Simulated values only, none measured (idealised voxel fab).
Proc. module: voxel transistor to metal
Shown is cross-section cut, with a width of 195 nm and square cells of size 5 nm.
Cross-section format: a grid of square cells, given as bands from top to bottom; each band is one or more rows of cells. The entry gives the band's vertical extent as a top height and a bottom height in nm, then its horizontal make-up as materials from left to right, each with a width in nm. "empty" stands for empty space; a single material marked "all across" fills the band edge to edge. Height 0 is the level under which the wafer as received is all one material. The lowest band goes on downwards, as in "0 down". So if you see something like "30..40" for the width, read it as the top row of the band sitting at the first number and the bottom row at the second, with every row in between moving by the same amount as the last. For the purposes of this document, the phrase "remains unaltered" attached to a step denotes that no cell within the cross-section was modified by that step. This entry, "Cavities, closed", enumerates those empty regions of no fewer than 8 cells that possess no open connection to the top. Each region is reported in the form width x height at distance, the distance being taken from the left edge, with all three quantities expressed in nm. Where a step's line continues beyond its settings, the continuation is a remark by the simulator itself on that step. The setting "overlay nm" may be written on the line of a step. When the step uses a mask, the value reports how far to the right of the planned place the mask lay, and a negative value reports that it lay to the left.
SET OUT BELOW ARE THE PLANNED STEPS OF THE PROCESS
1 RECEIVE (material Si)
2 CONFORMAL_DEP (material SiO2; thk nm 5)
3 CONFORMAL_DEP (material SiN; thk nm 15)
4 DIRECTIONAL_DEP (material aC; thk nm 15)
5 PATTERN (tone cover; mask id ACTIVE; material resist; width nm 95; thk nm 30; overlay nm 0)
6 DIRECTIONAL_ETCH (etch materials aC; depth nm 15)
7 STRIP (etch materials resist)
8 DIRECTIONAL_ETCH (etch materials SiN; depth nm 15)
9 DIRECTIONAL_ETCH (etch materials SiO2; depth nm 5)
10 DIRECTIONAL_ETCH (etch materials Si; depth nm 25)
11 STRIP (etch materials aC)
12 OXIDIZE (depth nm 5)
13 FILL_DEP (material SiO2; thk nm 10)
14 CMP (height nm 20)
15 SELECTIVE_ETCH (etch materials SiO2; depth nm 15)
16 STRIP (etch materials SiN)
17 SELECTIVE_ETCH (etch materials SiO2; depth nm 5)
18 OXIDIZE (depth nm 5)
19 DIRECTIONAL_DEP (material polySi; thk nm 30)
20 DIRECTIONAL_DEP (material SiCN; thk nm 10)
21 MASKED_ETCH (tone cover; mask id GATE; width nm 25; etch materials SiCN; depth nm 20; overlay nm 0)
22 MASKED_ETCH (tone cover; mask id GATE; width nm 25; etch materials polySi; depth nm 40; overlay nm 0)
23 CONFORMAL_DEP (material SiO2; thk nm 5)
24 DIRECTIONAL_ETCH (etch materials SiO2; depth nm 5)
25 CONFORMAL_DEP (material SiN; thk nm 10)
26 DIRECTIONAL_ETCH (etch materials SiN; depth nm 10)
27 DIRECTIONAL_ETCH (etch materials SiO2; depth nm 5)
28 DIRECTIONAL_ETCH (etch materials Si; depth nm 10)
29 EPI (material SiGe; thk nm 10)
30 FILL_DEP (material SiO2; thk nm 5)
31 CMP (height nm 40)
32 DIRECTIONAL_DEP (material SiO2; thk nm 15)
33 DIRECTIONAL_DEP (material aC; thk nm 10)
34 PATTERN (tone open; mask id CONTACT; material resist; width nm 15; pitch nm 70; thk nm 25; overlay nm 0)
35 DIRECTIONAL_ETCH (etch materials aC; depth nm 10)
36 STRIP (etch materials resist)
37 DIRECTIONAL_ETCH (etch materials SiO2; depth nm 60)
38 STRIP (etch materials aC)
39 CONFORMAL_DEP (material TiN; thk nm 5)
40 FILL_DEP (material Ru; thk nm 5)
41 CMP (height nm 55)
42 CONFORMAL_DEP (material SiN; thk nm 5)
43 DIRECTIONAL_DEP (material lowk; thk nm 20)
44 PATTERN (tone open; mask id METAL_1; material resist; width nm 15; pitch nm 70; thk nm 20; overlay nm 0)
45 DIRECTIONAL_ETCH (etch materials lowk; depth nm 20)
46 DIRECTIONAL_ETCH (etch materials SiN; depth nm 5)
47 STRIP (etch materials resist)
48 CONFORMAL_DEP (material TiN; thk nm 5)
49 FILL_DEP (material W; thk nm 10)
50 CMP (height nm 80)
51 CONFORMAL_DEP (material SiCN; thk nm 5)
52 DIRECTIONAL_DEP (material lowk; thk nm 35)
53 PATTERN (tone open; mask id METAL_2; material resist; width nm 15; pitch nm 70; thk nm 15; overlay nm 0)
54 DIRECTIONAL_ETCH (etch materials lowk; depth nm 20)
55 STRIP (etch materials resist)
56 PATTERN (tone open; mask id METAL_2_HOLES; material resist; width nm 15; pitch nm 70; thk nm 20; overlay nm 0)
57 DIRECTIONAL_ETCH (etch materials lowk; depth nm 15)
58 DIRECTIONAL_ETCH (etch materials SiCN; depth nm 5)
59 STRIP (etch materials resist)
60 CONFORMAL_DEP (material TiN; thk nm 5)
61 FILL_DEP (material Cu; thk nm 5)
62 CMP (height nm 120)
63 CONFORMAL_DEP (material SiCN; thk nm 5)
HERE'S WHAT THE WAFER LOOKED LIKE IN CROSS-SECTION WHEN IT ARRIVED - THAT'S AFTER STEP 1
- 0 down: Si all across
- Cavities, closed: none
FIRST WAFER AT THE END, AS PLANNED
- 125 to 120: SiCN all across
- 120 to 85: 55 lowk; 5 TiN; 5 Cu; 5 TiN; 55 lowk; 5 TiN; 5 Cu; 5 TiN; 55 lowk
- 85 to 80: 55 SiCN; 15 TiN; 55 SiCN; 15 TiN; 55 SiCN
- 80 to 60: 55 lowk; 5 TiN; 5 W; 5 TiN; 55 lowk; 5 TiN; 5 W; 5 TiN; 55 lowk
- 60 to 55: 55 SiN; 15 TiN; 55 SiN; 15 TiN; 55 SiN
- 55 to 40: 55 SiO2; 5 TiN; 5 Ru; 5 TiN; 55 SiO2; 5 TiN; 5 Ru; 5 TiN; 55 SiO2
- 40 to 30: 55 SiO2; 5 TiN; 5 Ru; 5 TiN; 10 SiN; 5 SiO2; 25 SiCN; 5 SiO2; 10 SiN; 5 TiN; 5 Ru; 5 TiN; 55 SiO2
- 30 to 10: 55 SiO2; 5 TiN; 5 Ru; 5 TiN; 10 SiN; 5 SiO2; 25 polySi; 5 SiO2; 10 SiN; 5 TiN; 5 Ru; 5 TiN; 55 SiO2
- 10 to 5: 55 SiO2; 15 TiN; 10 SiN; 5 SiO2; 25 polySi; 5 SiO2; 10 SiN; 15 TiN; 55 SiO2
- 5 to 0: 55 SiO2; 5 TiN; 10 SiGe; 10 SiN; 5 SiO2; 25 polySi; 5 SiO2; 10 SiN; 10 SiGe; 5 TiN; 55 SiO2
- 0 to -5: 55 SiO2; 5 TiN; 10 SiGe; 55 SiO2; 10 SiGe; 5 TiN; 55 SiO2
- -5 to -15: 55 SiO2; 15 SiGe; 55 Si; 15 SiGe; 55 SiO2
- -15 to -30: 55 SiO2; 85 Si; 55 SiO2
- -30 down: Si all across
- Cavities, closed: none
WAFER TWO, SECTIONED AFTER THE MODULE: THE FIRST WAFER'S START, THE FIRST WAFER'S PLAN, AND ONE MISTAKE IN HOW IT WAS RUN
- 125 to 120: SiCN all across
- 120 to 85: 55 lowk; 5 TiN; 5 Cu; 5 TiN; 55 lowk; 5 TiN; 5 Cu; 5 TiN; 55 lowk
- 85 to 80: 55 SiCN; 15 TiN; 55 SiCN; 15 TiN; 55 SiCN
- 80 to 65: 55 lowk; 5 TiN; 5 W; 5 TiN; 55 lowk; 5 TiN; 5 W; 5 TiN; 55 lowk
- 65 to 60: 55 lowk; 15 TiN; 55 lowk; 15 TiN; 55 lowk
- 60 to 55: Ru all across
- 55 to 40: 55 SiO2; 5 TiN; 5 Ru; 5 TiN; 55 SiO2; 5 TiN; 5 Ru; 5 TiN; 55 SiO2
- 40 to 30: 55 SiO2; 5 TiN; 5 Ru; 5 TiN; 10 SiN; 5 SiO2; 25 SiCN; 5 SiO2; 10 SiN; 5 TiN; 5 Ru; 5 TiN; 55 SiO2
- 30 to 10: 55 SiO2; 5 TiN; 5 Ru; 5 TiN; 10 SiN; 5 SiO2; 25 polySi; 5 SiO2; 10 SiN; 5 TiN; 5 Ru; 5 TiN; 55 SiO2
- 10 to 5: 55 SiO2; 15 TiN; 10 SiN; 5 SiO2; 25 polySi; 5 SiO2; 10 SiN; 15 TiN; 55 SiO2
- 5 to 0: 55 SiO2; 5 TiN; 10 SiGe; 10 SiN; 5 SiO2; 25 polySi; 5 SiO2; 10 SiN; 10 SiGe; 5 TiN; 55 SiO2
- 0 to -5: 55 SiO2; 5 TiN; 10 SiGe; 55 SiO2; 10 SiGe; 5 TiN; 55 SiO2
- -5 to -15: 55 SiO2; 15 SiGe; 55 Si; 15 SiGe; 55 SiO2
- -15 to -30: 55 SiO2; 85 Si; 55 SiO2
- -30 down: Si all across
- Cavities, closed: none
Diagnosis: note that step 42 departed from the planned setting and was carried out as CONFORMAL_DEP (material Ru; thk nm 5)
Final wafer comparison in cells, second versus first, more or fewer per material: 39 more of Ru, 33 fewer of SiN, 4 fewer of TiN, 2 fewer of W
